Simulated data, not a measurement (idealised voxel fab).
process module | voxel ribs on slabs
cross-section cut | 150 nm wide | cells 5 nm
A cross-section is a grid of square cells, given in bands from the top down. A band is one or more rows of cells.
Each band's line starts with the height of the band's top and of its bottom, in nm. Then come its materials from left to right, each with its width in nm. One material with "throughout" fills the band from edge to edge. "air" is empty space.
Height 0 is the level under which the wafer as received is all one material. The lowest band goes on downwards, as in "0 down".
A width such as "30 to 40" changes by the same amount from each row of cells to the next, from the band's top row to its bottom row.
"no change" after a step means that no cell of the cross-section changed.
closed voids: empty space of 8 cells or more with no open way to the top, each as width x height at its distance from the left edge, in nm
after a step's settings: what the simulator itself notes on the step
overlay nm, on a step with a mask: how far to the right of its planned place the mask lay; to the left if negative
plan
1 op RECEIVE | material Si
2 op DIRECTIONAL_DEP | material SiO2 | thk nm 20
3 op DIRECTIONAL_DEP | material polySi | thk nm 15
4 op PATTERN | tone cover | mask id RIB | material resist | width nm 25 | thk nm 20 | overlay nm 0
5 op DIRECTIONAL_ETCH | etch materials polySi | depth nm 10
6 op STRIP | etch materials resist
7 op PATTERN | tone cover | mask id SLAB | material resist | width nm 85 | thk nm 20 | overlay nm 0
8 op DIRECTIONAL_ETCH | etch materials polySi | depth nm 5
9 op STRIP | etch materials resist
10 op FILL_DEP | material SiO2 | thk nm 20
11 op CMP | height nm 45
12 op DIRECTIONAL_DEP | material W | thk nm 10
13 op MASKED_ETCH | tone cover | mask id HEATER | width nm 35 | etch materials W | depth nm 10 | overlay nm 0
14 op CONFORMAL_DEP | material SiN | thk nm 10
as received, after step 1
  0 down: Si throughout
  closed voids: none
a wafer at the end: this start, this plan, one mistake
  65 to 55: air 45 | SiO2 55 | air 50
  55 to 45: SiO2 55 | W 35 | SiO2 60
  45 to 35: SiO2 throughout
  35 to 25: SiO2 60 | polySi 25 | SiO2 65
  25 to 20: SiO2 30 | polySi 85 | SiO2 35
  20 to 0: SiO2 throughout
  0 down: Si throughout
  closed voids: none
what went wrong: step 14 ran as: op CONFORMAL_DEP | material SiO2 | thk nm 10
